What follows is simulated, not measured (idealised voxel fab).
process module | voxel wiring stack
cross-section cut | 155 nm wide | cells 5 nm
A cross-section is a grid of square cells, given in bands from the top down. A band is one or more rows of cells.
Each band's line starts with the height of the band's top and of its bottom, in nm. Then come its materials from left to right, each with its width in nm. One material with "throughout" fills the band from edge to edge. "air" is empty space.
Height 0 is the level under which the wafer as received is all one material. The lowest band goes on downwards, as in "0 down".
A width such as "30 to 40" changes by the same amount from each row of cells to the next, from the band's top row to its bottom row.
"no change" after a step means that no cell of the cross-section changed.
closed voids: empty space of 8 cells or more with no open way to the top, each as width x height at its distance from the left edge, in nm
after a step's settings: what the simulator itself notes on the step
overlay nm, on a step with a mask: how far to the right of its planned place the mask lay; to the left if negative
plan
1 op RECEIVE | material Si
2 op CONFORMAL_DEP | material SiO2 | thk nm 15
3 op DIRECTIONAL_DEP | material TiN | thk nm 5
4 op DIRECTIONAL_DEP | material W | thk nm 15
5 op MASKED_ETCH | tone cover | mask id METAL_1 | width nm 20 | pitch nm 45 | etch materials W | depth nm 15 | overlay nm 0
6 op MASKED_ETCH | tone cover | mask id METAL_1 | width nm 20 | pitch nm 45 | etch materials TiN | depth nm 5 | overlay nm 0
7 op CONFORMAL_DEP | material SiN | thk nm 5
8 op FILL_DEP | material lowk | thk nm 5
9 op CMP | height nm 35
10 op CONFORMAL_DEP | material SiCN | thk nm 5
11 op DIRECTIONAL_DEP | material lowk | thk nm 15
12 op PATTERN | tone open | mask id PLUG_1 | material resist | width nm 15 | pitch nm 90 | thk nm 15 | overlay nm 0
13 op DIRECTIONAL_ETCH | etch materials lowk | depth nm 15
14 op DIRECTIONAL_ETCH | etch materials SiCN | depth nm 5
15 op STRIP | etch materials resist
16 op CONFORMAL_DEP | material TiN | thk nm 5
17 op FILL_DEP | material W | thk nm 10
18 op CMP | height nm 55
19 op CONFORMAL_DEP | material SiN | thk nm 5
20 op DIRECTIONAL_DEP | material SiO2 | thk nm 25
21 op DIRECTIONAL_DEP | material aC | thk nm 15
22 op PATTERN | tone open | mask id METAL_2 | material resist | width nm 20 | pitch nm 45 | thk nm 30 | overlay nm 0
23 op DIRECTIONAL_ETCH | etch materials aC | depth nm 15
24 op STRIP | etch materials resist
25 op DIRECTIONAL_ETCH | etch materials SiO2 | depth nm 25
26 op DIRECTIONAL_ETCH | etch materials SiN | depth nm 5
27 op STRIP | etch materials aC
28 op CONFORMAL_DEP | material TiN | thk nm 5
29 op FILL_DEP | material W | thk nm 10
30 op CMP | height nm 85
31 op CONFORMAL_DEP | material SiCN | thk nm 5
32 op DIRECTIONAL_DEP | material SiO2 | thk nm 20
33 op DIRECTIONAL_DEP | material aC | thk nm 10
34 op PATTERN | tone open | mask id PLUG_2 | material resist | width nm 15 | pitch nm 90 | thk nm 30 | overlay nm 0
35 op DIRECTIONAL_ETCH | etch materials aC | depth nm 10
36 op STRIP | etch materials resist
37 op DIRECTIONAL_ETCH | etch materials SiO2 | depth nm 20
38 op DIRECTIONAL_ETCH | etch materials SiCN | depth nm 5
39 op STRIP | etch materials aC
40 op EPI | material Ru | thk nm 10
41 op EPI | material Ru | thk nm 10
42 op EPI | material Ru | thk nm 5
43 op CONFORMAL_DEP | material SiN | thk nm 5
44 op DIRECTIONAL_DEP | material lowk | thk nm 25
45 op MASKED_ETCH | tone open | mask id METAL_3 | width nm 20 | pitch nm 45 | etch materials lowk | depth nm 25 | overlay nm 0
46 op MASKED_ETCH | tone open | mask id METAL_3 | width nm 20 | pitch nm 45 | etch materials SiN | depth nm 5 | overlay nm 0
47 op CONFORMAL_DEP | material TiN | thk nm 5
48 op FILL_DEP | material Cu | thk nm 10
49 op CMP | height nm 140
50 op CONFORMAL_DEP | material SiCN | thk nm 5
51 op DIRECTIONAL_DEP | material lowk | thk nm 10
52 op DIRECTIONAL_DEP | material aC | thk nm 10
53 op PATTERN | tone open | mask id PLUG_3 | material resist | width nm 15 | pitch nm 45 | thk nm 25 | overlay nm 0
54 op DIRECTIONAL_ETCH | etch materials aC | depth nm 10
55 op STRIP | etch materials resist
56 op DIRECTIONAL_ETCH | etch materials lowk | depth nm 10
57 op DIRECTIONAL_ETCH | etch materials SiCN | depth nm 5
58 op STRIP | etch materials aC
59 op CONFORMAL_DEP | material TiN | thk nm 5
60 op FILL_DEP | material W | thk nm 5
61 op CMP | height nm 155
62 op DIRECTIONAL_DEP | material TiN | thk nm 5
63 op DIRECTIONAL_DEP | material W | thk nm 15
64 op PATTERN | tone cover | mask id METAL_4 | material resist | width nm 20 | pitch nm 45 | thk nm 20 | overlay nm 0
65 op DIRECTIONAL_ETCH | etch materials W | depth nm 15
66 op DIRECTIONAL_ETCH | etch materials TiN | depth nm 5
67 op STRIP | etch materials resist
68 op CONFORMAL_DEP | material SiCN | thk nm 5
69 op FILL_DEP | material lowk | thk nm 5
70 op CMP | height nm 175
71 op CONFORMAL_DEP | material SiCN | thk nm 5
first wafer, as planned
as received, after step 1
  0 down: Si throughout
  closed voids: none
after step 2
  15 to 0: SiO2 throughout
  below 0: unchanged
after step 3
  20 to 15: TiN throughout
  below 15: unchanged
after step 4
  35 to 20: W throughout
  below 20: unchanged
after step 5
  35 to 20: air 20 | W 20 | air 25 | W 20 | air 25 | W 20 | air 25
  below 20: unchanged
after step 6
  35 to 20: air 20 | W 20 | air 25 | W 20 | air 25 | W 20 | air 25
  20 to 15: air 20 | TiN 20 | air 25 | TiN 20 | air 25 | TiN 20 | air 25
  below 15: unchanged
after step 7
  40 to 35: air 15 | SiN 30 | air 15 | SiN 30 | air 15 | SiN 30 | air 20
  35 to 20: air 15 | SiN 5 | W 20 | SiN 5 | air 15 | SiN 5 | W 20 | SiN 5 | air 15 | SiN 5 | W 20 | SiN 5 | air 20
  20 to 15: SiN 20 | TiN 20 | SiN 25 | TiN 20 | SiN 25 | TiN 20 | SiN 25
  below 15: unchanged
after step 8
  45 to 40: lowk throughout
  40 to 35: lowk 15 | SiN 30 | lowk 15 | SiN 30 | lowk 15 | SiN 30 | lowk 20
  35 to 20: lowk 15 | SiN 5 | W 20 | SiN 5 | lowk 15 | SiN 5 | W 20 | SiN 5 | lowk 15 | SiN 5 | W 20 | SiN 5 | lowk 20
  below 20: unchanged
after step 9
  35 to 20: lowk 15 | SiN 5 | W 20 | SiN 5 | lowk 15 | SiN 5 | W 20 | SiN 5 | lowk 15 | SiN 5 | W 20 | SiN 5 | lowk 20
  below 20: unchanged
after step 10
  40 to 35: SiCN throughout
  below 35: unchanged
after step 11
  55 to 40: lowk throughout
  below 40: unchanged
after step 12
  70 to 55: resist 20 | air 15 | resist 75 | air 15 | resist 30
  below 55: unchanged
after step 13
  70 to 55: resist 20 | air 15 | resist 75 | air 15 | resist 30
  55 to 40: lowk 20 | air 15 | lowk 75 | air 15 | lowk 30
  below 40: unchanged
after step 14
  70 to 55: resist 20 | air 15 | resist 75 | air 15 | resist 30
  55 to 40: lowk 20 | air 15 | lowk 75 | air 15 | lowk 30
  40 to 35: SiCN 20 | air 15 | SiCN 75 | air 15 | SiCN 30
  below 35: unchanged
after step 15
  55 to 40: lowk 20 | air 15 | lowk 75 | air 15 | lowk 30
  below 40: unchanged
after step 16
  60 to 55: TiN 25 | air 5 | TiN 85 | air 5 | TiN 35
  55 to 40: lowk 20 | TiN 5 | air 5 | TiN 5 | lowk 75 | TiN 5 | air 5 | TiN 5 | lowk 30
  40 to 35: SiCN 20 | TiN 15 | SiCN 75 | TiN 15 | SiCN 30
  below 35: unchanged
after step 17
  70 to 60: W throughout
  60 to 55: TiN 25 | W 5 | TiN 85 | W 5 | TiN 35
  55 to 40: lowk 20 | TiN 5 | W 5 | TiN 5 | lowk 75 | TiN 5 | W 5 | TiN 5 | lowk 30
  below 40: unchanged
after step 18
  55 to 40: lowk 20 | TiN 5 | W 5 | TiN 5 | lowk 75 | TiN 5 | W 5 | TiN 5 | lowk 30
  below 40: unchanged
after step 19
  60 to 55: SiN throughout
  below 55: unchanged
after step 20
  85 to 60: SiO2 throughout
  below 60: unchanged
after step 21
  100 to 85: aC throughout
  below 85: unchanged
after step 22
  130 to 100: resist 20 | air 20 | resist 25 | air 20 | resist 25 | air 20 | resist 25
  below 100: unchanged
after step 23
  115 to 100: resist 20 | air 20 | resist 25 | air 20 | resist 25 | air 20 | resist 25
  100 to 85: aC 20 | air 20 | aC 25 | air 20 | aC 25 | air 20 | aC 25
  below 85: unchanged
after step 24
  100 to 85: aC 20 | air 20 | aC 25 | air 20 | aC 25 | air 20 | aC 25
  below 85: unchanged
after step 25
  100 to 85: aC 20 | air 20 | aC 25 | air 20 | aC 25 | air 20 | aC 25
  85 to 60: SiO2 20 | air 20 | SiO2 25 | air 20 | SiO2 25 | air 20 | SiO2 25
  below 60: unchanged
after step 26
  100 to 85: aC 20 | air 20 | aC 25 | air 20 | aC 25 | air 20 | aC 25
  85 to 60: SiO2 20 | air 20 | SiO2 25 | air 20 | SiO2 25 | air 20 | SiO2 25
  60 to 55: SiN 20 | air 20 | SiN 25 | air 20 | SiN 25 | air 20 | SiN 25
  below 55: unchanged
after step 27
  85 to 60: SiO2 20 | air 20 | SiO2 25 | air 20 | SiO2 25 | air 20 | SiO2 25
  below 60: unchanged
after step 28
  90 to 85: TiN 25 | air 10 | TiN 35 | air 10 | TiN 35 | air 10 | TiN 30
  85 to 60: SiO2 20 | TiN 5 | air 10 | TiN 5 | SiO2 25 | TiN 5 | air 10 | TiN 5 | SiO2 25 | TiN 5 | air 10 | TiN 5 | SiO2 25
  60 to 55: SiN 20 | TiN 20 | SiN 25 | TiN 20 | SiN 25 | TiN 20 | SiN 25
  below 55: unchanged
after step 29
  100 to 90: W throughout
  90 to 85: TiN 25 | W 10 | TiN 35 | W 10 | TiN 35 | W 10 | TiN 30
  85 to 60: SiO2 20 | TiN 5 | W 10 | TiN 5 | SiO2 25 | TiN 5 | W 10 | TiN 5 | SiO2 25 | TiN 5 | W 10 | TiN 5 | SiO2 25
  below 60: unchanged
after step 30
  85 to 60: SiO2 20 | TiN 5 | W 10 | TiN 5 | SiO2 25 | TiN 5 | W 10 | TiN 5 | SiO2 25 | TiN 5 | W 10 | TiN 5 | SiO2 25
  below 60: unchanged
after step 31
  90 to 85: SiCN throughout
  below 85: unchanged
after step 32
  110 to 90: SiO2 throughout
  below 90: unchanged
after step 33
  120 to 110: aC throughout
  below 110: unchanged
after step 34
  150 to 120: resist 20 | air 15 | resist 75 | air 15 | resist 30
  below 120: unchanged
after step 35
  140 to 120: resist 20 | air 15 | resist 75 | air 15 | resist 30
  120 to 110: aC 20 | air 15 | aC 75 | air 15 | aC 30
  below 110: unchanged
after step 36
  120 to 110: aC 20 | air 15 | aC 75 | air 15 | aC 30
  below 110: unchanged
after step 37
  120 to 110: aC 20 | air 15 | aC 75 | air 15 | aC 30
  110 to 90: SiO2 20 | air 15 | SiO2 75 | air 15 | SiO2 30
  below 90: unchanged
after step 38
  120 to 110: aC 20 | air 15 | aC 75 | air 15 | aC 30
  110 to 90: SiO2 20 | air 15 | SiO2 75 | air 15 | SiO2 30
  90 to 85: SiCN 20 | air 15 | SiCN 75 | air 15 | SiCN 30
  below 85: unchanged
after step 39
  110 to 90: SiO2 20 | air 15 | SiO2 75 | air 15 | SiO2 30
  below 90: unchanged
after step 40
  110 to 95: SiO2 20 | air 15 | SiO2 75 | air 15 | SiO2 30
  95 to 90: SiO2 20 | Ru 15 | SiO2 75 | Ru 15 | SiO2 30
  90 to 85: SiCN 20 | Ru 15 | SiCN 75 | Ru 15 | SiCN 30
  below 85: unchanged
after step 41
  110 to 105: SiO2 20 | air 15 | SiO2 75 | air 15 | SiO2 30
  105 to 90: SiO2 20 | Ru 15 | SiO2 75 | Ru 15 | SiO2 30
  below 90: unchanged
after step 42
  110 to 90: SiO2 20 | Ru 15 | SiO2 75 | Ru 15 | SiO2 30
  below 90: unchanged
after step 43
  115 to 110: SiN throughout
  below 110: unchanged
after step 44
  140 to 115: lowk throughout
  below 115: unchanged
after step 45
  140 to 115: lowk 20 | air 20 | lowk 25 | air 20 | lowk 25 | air 20 | lowk 25
  below 115: unchanged
after step 46
  140 to 115: lowk 20 | air 20 | lowk 25 | air 20 | lowk 25 | air 20 | lowk 25
  115 to 110: SiN 20 | air 20 | SiN 25 | air 20 | SiN 25 | air 20 | SiN 25
  below 110: unchanged
after step 47
  145 to 140: TiN 25 | air 10 | TiN 35 | air 10 | TiN 35 | air 10 | TiN 30
  140 to 115: lowk 20 | TiN 5 | air 10 | TiN 5 | lowk 25 | TiN 5 | air 10 | TiN 5 | lowk 25 | TiN 5 | air 10 | TiN 5 | lowk 25
  115 to 110: SiN 20 | TiN 20 | SiN 25 | TiN 20 | SiN 25 | TiN 20 | SiN 25
  below 110: unchanged
after step 48
  155 to 145: Cu throughout
  145 to 140: TiN 25 | Cu 10 | TiN 35 | Cu 10 | TiN 35 | Cu 10 | TiN 30
  140 to 115: lowk 20 | TiN 5 | Cu 10 | TiN 5 | lowk 25 | TiN 5 | Cu 10 | TiN 5 | lowk 25 | TiN 5 | Cu 10 | TiN 5 | lowk 25
  below 115: unchanged
after step 49
  140 to 115: lowk 20 | TiN 5 | Cu 10 | TiN 5 | lowk 25 | TiN 5 | Cu 10 | TiN 5 | lowk 25 | TiN 5 | Cu 10 | TiN 5 | lowk 25
  below 115: unchanged
after step 50
  145 to 140: SiCN throughout
  below 140: unchanged
after step 51
  155 to 145: lowk throughout
  below 145: unchanged
after step 52
  165 to 155: aC throughout
  below 155: unchanged
after step 53
  190 to 165: resist 20 | air 15 | resist 30 | air 15 | resist 30 | air 15 | resist 30
  below 165: unchanged
after step 54
  180 to 165: resist 20 | air 15 | resist 30 | air 15 | resist 30 | air 15 | resist 30
  165 to 155: aC 20 | air 15 | aC 30 | air 15 | aC 30 | air 15 | aC 30
  below 155: unchanged
after step 55
  165 to 155: aC 20 | air 15 | aC 30 | air 15 | aC 30 | air 15 | aC 30
  below 155: unchanged
after step 56
  165 to 155: aC 20 | air 15 | aC 30 | air 15 | aC 30 | air 15 | aC 30
  155 to 145: lowk 20 | air 15 | lowk 30 | air 15 | lowk 30 | air 15 | lowk 30
  below 145: unchanged
after step 57
  165 to 155: aC 20 | air 15 | aC 30 | air 15 | aC 30 | air 15 | aC 30
  155 to 145: lowk 20 | air 15 | lowk 30 | air 15 | lowk 30 | air 15 | lowk 30
  145 to 140: SiCN 20 | air 15 | SiCN 30 | air 15 | SiCN 30 | air 15 | SiCN 30
  below 140: unchanged
after step 58
  155 to 145: lowk 20 | air 15 | lowk 30 | air 15 | lowk 30 | air 15 | lowk 30
  below 145: unchanged
after step 59
  160 to 155: TiN 25 | air 5 | TiN 40 | air 5 | TiN 40 | air 5 | TiN 35
  155 to 145: lowk 20 | TiN 5 | air 5 | TiN 5 | lowk 30 | TiN 5 | air 5 | TiN 5 | lowk 30 | TiN 5 | air 5 | TiN 5 | lowk 30
  145 to 140: SiCN 20 | TiN 15 | SiCN 30 | TiN 15 | SiCN 30 | TiN 15 | SiCN 30
  below 140: unchanged
after step 60
  165 to 160: W throughout
  160 to 155: TiN 25 | W 5 | TiN 40 | W 5 | TiN 40 | W 5 | TiN 35
  155 to 145: lowk 20 | TiN 5 | W 5 | TiN 5 | lowk 30 | TiN 5 | W 5 | TiN 5 | lowk 30 | TiN 5 | W 5 | TiN 5 | lowk 30
  below 145: unchanged
after step 61
  155 to 145: lowk 20 | TiN 5 | W 5 | TiN 5 | lowk 30 | TiN 5 | W 5 | TiN 5 | lowk 30 | TiN 5 | W 5 | TiN 5 | lowk 30
  below 145: unchanged
after step 62
  160 to 155: TiN throughout
  below 155: unchanged
after step 63
  175 to 160: W throughout
  below 160: unchanged
after step 64
  195 to 175: air 20 | resist 20 | air 25 | resist 20 | air 25 | resist 20 | air 25
  below 175: unchanged
after step 65
  195 to 175: air 20 | resist 20 | air 25 | resist 20 | air 25 | resist 20 | air 25
  175 to 160: air 20 | W 20 | air 25 | W 20 | air 25 | W 20 | air 25
  below 160: unchanged
after step 66
  195 to 175: air 20 | resist 20 | air 25 | resist 20 | air 25 | resist 20 | air 25
  175 to 160: air 20 | W 20 | air 25 | W 20 | air 25 | W 20 | air 25
  160 to 155: air 20 | TiN 20 | air 25 | TiN 20 | air 25 | TiN 20 | air 25
  below 155: unchanged
after step 67
  175 to 160: air 20 | W 20 | air 25 | W 20 | air 25 | W 20 | air 25
  below 160: unchanged
after step 68
  180 to 175: air 15 | SiCN 30 | air 15 | SiCN 30 | air 15 | SiCN 30 | air 20
  175 to 160: air 15 | SiCN 5 | W 20 | SiCN 5 | air 15 | SiCN 5 | W 20 | SiCN 5 | air 15 | SiCN 5 | W 20 | SiCN 5 | air 20
  160 to 155: SiCN 20 | TiN 20 | SiCN 25 | TiN 20 | SiCN 25 | TiN 20 | SiCN 25
  below 155: unchanged
after step 69
  185 to 180: lowk throughout
  180 to 175: lowk 15 | SiCN 30 | lowk 15 | SiCN 30 | lowk 15 | SiCN 30 | lowk 20
  175 to 160: lowk 15 | SiCN 5 | W 20 | SiCN 5 | lowk 15 | SiCN 5 | W 20 | SiCN 5 | lowk 15 | SiCN 5 | W 20 | SiCN 5 | lowk 20
  below 160: unchanged
after step 70
  175 to 160: lowk 15 | SiCN 5 | W 20 | SiCN 5 | lowk 15 | SiCN 5 | W 20 | SiCN 5 | lowk 15 | SiCN 5 | W 20 | SiCN 5 | lowk 20
  below 160: unchanged
after step 71
  180 to 175: SiCN throughout
  below 175: unchanged
second wafer: like start, like plan, one mistake. Through step 21 it matches the first wafer
when step 22 should have ended
  130 to 100: air 20 | resist 20 | air 25 | resist 20 | air 25 | resist 20 | air 25
  below 100: unchanged
when step 23 should have ended
  115 to 100: air 20 | resist 20 | air 25 | resist 20 | air 25 | resist 20 | air 25
  100 to 85: air 20 | aC 20 | air 25 | aC 20 | air 25 | aC 20 | air 25
  below 85: unchanged
when step 24 should have ended
  100 to 85: air 20 | aC 20 | air 25 | aC 20 | air 25 | aC 20 | air 25
  below 85: unchanged
when step 25 should have ended
  100 to 85: air 20 | aC 20 | air 25 | aC 20 | air 25 | aC 20 | air 25
  85 to 60: air 20 | SiO2 20 | air 25 | SiO2 20 | air 25 | SiO2 20 | air 25
  below 60: unchanged
when step 26 should have ended
  100 to 85: air 20 | aC 20 | air 25 | aC 20 | air 25 | aC 20 | air 25
  85 to 60: air 20 | SiO2 20 | air 25 | SiO2 20 | air 25 | SiO2 20 | air 25
  60 to 55: air 20 | SiN 20 | air 25 | SiN 20 | air 25 | SiN 20 | air 25
  below 55: unchanged
when step 27 should have ended
  85 to 60: air 20 | SiO2 20 | air 25 | SiO2 20 | air 25 | SiO2 20 | air 25
  below 60: unchanged
when step 28 should have ended
  90 to 85: air 15 | TiN 30 | air 15 | TiN 30 | air 15 | TiN 30 | air 20
  85 to 60: air 15 | TiN 5 | SiO2 20 | TiN 5 | air 15 | TiN 5 | SiO2 20 | TiN 5 | air 15 | TiN 5 | SiO2 20 | TiN 5 | air 20
  60 to 55: TiN 20 | SiN 20 | TiN 25 | SiN 20 | TiN 25 | SiN 20 | TiN 25
  below 55: unchanged
when step 29 should have ended
  100 to 90: W throughout
  90 to 85: W 15 | TiN 30 | W 15 | TiN 30 | W 15 | TiN 30 | W 20
  85 to 60: W 15 | TiN 5 | SiO2 20 | TiN 5 | W 15 | TiN 5 | SiO2 20 | TiN 5 | W 15 | TiN 5 | SiO2 20 | TiN 5 | W 20
  below 60: unchanged
when step 30 should have ended
  85 to 60: W 15 | TiN 5 | SiO2 20 | TiN 5 | W 15 | TiN 5 | SiO2 20 | TiN 5 | W 15 | TiN 5 | SiO2 20 | TiN 5 | W 20
  below 60: unchanged
when step 31 should have ended
  90 to 85: SiCN throughout
  below 85: unchanged
when step 32 should have ended
  110 to 90: SiO2 throughout
  below 90: unchanged
when step 33 should have ended
  120 to 110: aC throughout
  below 110: unchanged
when step 34 should have ended
  150 to 120: resist 20 | air 15 | resist 75 | air 15 | resist 30
  below 120: unchanged
when step 35 should have ended
  140 to 120: resist 20 | air 15 | resist 75 | air 15 | resist 30
  120 to 110: aC 20 | air 15 | aC 75 | air 15 | aC 30
  below 110: unchanged
when step 36 should have ended
  120 to 110: aC 20 | air 15 | aC 75 | air 15 | aC 30
  below 110: unchanged
when step 37 should have ended
  120 to 110: aC 20 | air 15 | aC 75 | air 15 | aC 30
  110 to 90: SiO2 20 | air 15 | SiO2 75 | air 15 | SiO2 30
  below 90: unchanged
when step 38 should have ended
  120 to 110: aC 20 | air 15 | aC 75 | air 15 | aC 30
  110 to 90: SiO2 20 | air 15 | SiO2 75 | air 15 | SiO2 30
  90 to 85: SiCN 20 | air 15 | SiCN 75 | air 15 | SiCN 30
  below 85: unchanged
when step 39 should have ended
  110 to 90: SiO2 20 | air 15 | SiO2 75 | air 15 | SiO2 30
  below 90: unchanged
when step 40 should have ended: no change
when step 41 should have ended: no change
when step 42 should have ended: no change
when step 43 should have ended
  115 to 110: SiN 25 | air 5 | SiN 85 | air 5 | SiN 35
  110 to 90: SiO2 20 | SiN 5 | air 5 | SiN 5 | SiO2 75 | SiN 5 | air 5 | SiN 5 | SiO2 30
  90 to 85: SiCN 20 | SiN 15 | SiCN 75 | SiN 15 | SiCN 30
  below 85: unchanged
when step 44 should have ended
  140 to 115: lowk 25 | air 5 | lowk 85 | air 5 | lowk 35
  115 to 110: SiN 25 | lowk 5 | SiN 85 | lowk 5 | SiN 35
  110 to 90: SiO2 20 | SiN 5 | lowk 5 | SiN 5 | SiO2 75 | SiN 5 | lowk 5 | SiN 5 | SiO2 30
  below 90: unchanged
when step 45 should have ended
  140 to 115: lowk 20 | air 20 | lowk 25 | air 20 | lowk 25 | air 20 | lowk 25
  115 to 110: SiN 25 | air 5 | SiN 85 | air 5 | SiN 35
  110 to 90: SiO2 20 | SiN 5 | air 5 | SiN 5 | SiO2 75 | SiN 5 | air 5 | SiN 5 | SiO2 30
  below 90: unchanged
when step 46 should have ended
  140 to 115: lowk 20 | air 20 | lowk 25 | air 20 | lowk 25 | air 20 | lowk 25
  115 to 110: SiN 20 | air 20 | SiN 25 | air 20 | SiN 25 | air 20 | SiN 25
  110 to 90: SiO2 20 | SiN 5 | air 5 | SiN 5 | SiO2 75 | SiN 5 | air 5 | SiN 5 | SiO2 30
  90 to 85: SiCN 20 | SiN 5 | air 5 | SiN 5 | SiCN 75 | SiN 5 | air 5 | SiN 5 | SiCN 30
  below 85: unchanged
when step 47 should have ended
  145 to 140: TiN 25 | air 10 | TiN 35 | air 10 | TiN 35 | air 10 | TiN 30
  140 to 115: lowk 20 | TiN 5 | air 10 | TiN 5 | lowk 25 | TiN 5 | air 10 | TiN 5 | lowk 25 | TiN 5 | air 10 | TiN 5 | lowk 25
  115 to 110: SiN 20 | TiN 20 | SiN 25 | TiN 20 | SiN 25 | TiN 20 | SiN 25
  110 to 90: SiO2 20 | SiN 5 | TiN 5 | SiN 5 | SiO2 75 | SiN 5 | TiN 5 | SiN 5 | SiO2 30
  90 to 85: SiCN 20 | SiN 5 | TiN 5 | SiN 5 | SiCN 75 | SiN 5 | TiN 5 | SiN 5 | SiCN 30
  below 85: unchanged
when step 48 should have ended
  155 to 145: Cu throughout
  145 to 140: TiN 25 | Cu 10 | TiN 35 | Cu 10 | TiN 35 | Cu 10 | TiN 30
  140 to 115: lowk 20 | TiN 5 | Cu 10 | TiN 5 | lowk 25 | TiN 5 | Cu 10 | TiN 5 | lowk 25 | TiN 5 | Cu 10 | TiN 5 | lowk 25
  below 115: unchanged
when step 49 should have ended
  140 to 115: lowk 20 | TiN 5 | Cu 10 | TiN 5 | lowk 25 | TiN 5 | Cu 10 | TiN 5 | lowk 25 | TiN 5 | Cu 10 | TiN 5 | lowk 25
  below 115: unchanged
when step 50 should have ended
  145 to 140: SiCN throughout
  below 140: unchanged
when step 51 should have ended
  155 to 145: lowk throughout
  below 145: unchanged
when step 52 should have ended
  165 to 155: aC throughout
  below 155: unchanged
when step 53 should have ended
  190 to 165: resist 20 | air 15 | resist 30 | air 15 | resist 30 | air 15 | resist 30
  below 165: unchanged
when step 54 should have ended
  180 to 165: resist 20 | air 15 | resist 30 | air 15 | resist 30 | air 15 | resist 30
  165 to 155: aC 20 | air 15 | aC 30 | air 15 | aC 30 | air 15 | aC 30
  below 155: unchanged
when step 55 should have ended
  165 to 155: aC 20 | air 15 | aC 30 | air 15 | aC 30 | air 15 | aC 30
  below 155: unchanged
when step 56 should have ended
  165 to 155: aC 20 | air 15 | aC 30 | air 15 | aC 30 | air 15 | aC 30
  155 to 145: lowk 20 | air 15 | lowk 30 | air 15 | lowk 30 | air 15 | lowk 30
  below 145: unchanged
when step 57 should have ended
  165 to 155: aC 20 | air 15 | aC 30 | air 15 | aC 30 | air 15 | aC 30
  155 to 145: lowk 20 | air 15 | lowk 30 | air 15 | lowk 30 | air 15 | lowk 30
  145 to 140: SiCN 20 | air 15 | SiCN 30 | air 15 | SiCN 30 | air 15 | SiCN 30
  below 140: unchanged
when step 58 should have ended
  155 to 145: lowk 20 | air 15 | lowk 30 | air 15 | lowk 30 | air 15 | lowk 30
  below 145: unchanged
when step 59 should have ended
  160 to 155: TiN 25 | air 5 | TiN 40 | air 5 | TiN 40 | air 5 | TiN 35
  155 to 145: lowk 20 | TiN 5 | air 5 | TiN 5 | lowk 30 | TiN 5 | air 5 | TiN 5 | lowk 30 | TiN 5 | air 5 | TiN 5 | lowk 30
  145 to 140: SiCN 20 | TiN 15 | SiCN 30 | TiN 15 | SiCN 30 | TiN 15 | SiCN 30
  below 140: unchanged
when step 60 should have ended
  165 to 160: W throughout
  160 to 155: TiN 25 | W 5 | TiN 40 | W 5 | TiN 40 | W 5 | TiN 35
  155 to 145: lowk 20 | TiN 5 | W 5 | TiN 5 | lowk 30 | TiN 5 | W 5 | TiN 5 | lowk 30 | TiN 5 | W 5 | TiN 5 | lowk 30
  below 145: unchanged
when step 61 should have ended
  155 to 145: lowk 20 | TiN 5 | W 5 | TiN 5 | lowk 30 | TiN 5 | W 5 | TiN 5 | lowk 30 | TiN 5 | W 5 | TiN 5 | lowk 30
  below 145: unchanged
when step 62 should have ended
  160 to 155: TiN throughout
  below 155: unchanged
when step 63 should have ended
  175 to 160: W throughout
  below 160: unchanged
when step 64 should have ended
  195 to 175: air 20 | resist 20 | air 25 | resist 20 | air 25 | resist 20 | air 25
  below 175: unchanged
when step 65 should have ended
  195 to 175: air 20 | resist 20 | air 25 | resist 20 | air 25 | resist 20 | air 25
  175 to 160: air 20 | W 20 | air 25 | W 20 | air 25 | W 20 | air 25
  below 160: unchanged
when step 66 should have ended
  195 to 175: air 20 | resist 20 | air 25 | resist 20 | air 25 | resist 20 | air 25
  175 to 160: air 20 | W 20 | air 25 | W 20 | air 25 | W 20 | air 25
  160 to 155: air 20 | TiN 20 | air 25 | TiN 20 | air 25 | TiN 20 | air 25
  below 155: unchanged
when step 67 should have ended
  175 to 160: air 20 | W 20 | air 25 | W 20 | air 25 | W 20 | air 25
  below 160: unchanged
when step 68 should have ended
  180 to 175: air 15 | SiCN 30 | air 15 | SiCN 30 | air 15 | SiCN 30 | air 20
  175 to 160: air 15 | SiCN 5 | W 20 | SiCN 5 | air 15 | SiCN 5 | W 20 | SiCN 5 | air 15 | SiCN 5 | W 20 | SiCN 5 | air 20
  160 to 155: SiCN 20 | TiN 20 | SiCN 25 | TiN 20 | SiCN 25 | TiN 20 | SiCN 25
  below 155: unchanged
when step 69 should have ended
  185 to 180: lowk throughout
  180 to 175: lowk 15 | SiCN 30 | lowk 15 | SiCN 30 | lowk 15 | SiCN 30 | lowk 20
  175 to 160: lowk 15 | SiCN 5 | W 20 | SiCN 5 | lowk 15 | SiCN 5 | W 20 | SiCN 5 | lowk 15 | SiCN 5 | W 20 | SiCN 5 | lowk 20
  below 160: unchanged
when step 70 should have ended
  175 to 160: lowk 15 | SiCN 5 | W 20 | SiCN 5 | lowk 15 | SiCN 5 | W 20 | SiCN 5 | lowk 15 | SiCN 5 | W 20 | SiCN 5 | lowk 20
  below 160: unchanged
when step 71 should have ended
  180 to 175: SiCN throughout
  below 175: unchanged
what went wrong: step 22 ran as: op PATTERN | tone cover | mask id METAL_2 | material resist | width nm 20 | pitch nm 45 | thk nm 30 | overlay nm 0
at the end the second wafer has, in cells: 30 fewer of Ru | 13 more of SiN | 35 fewer of SiO2 | 17 more of TiN | 35 more of W
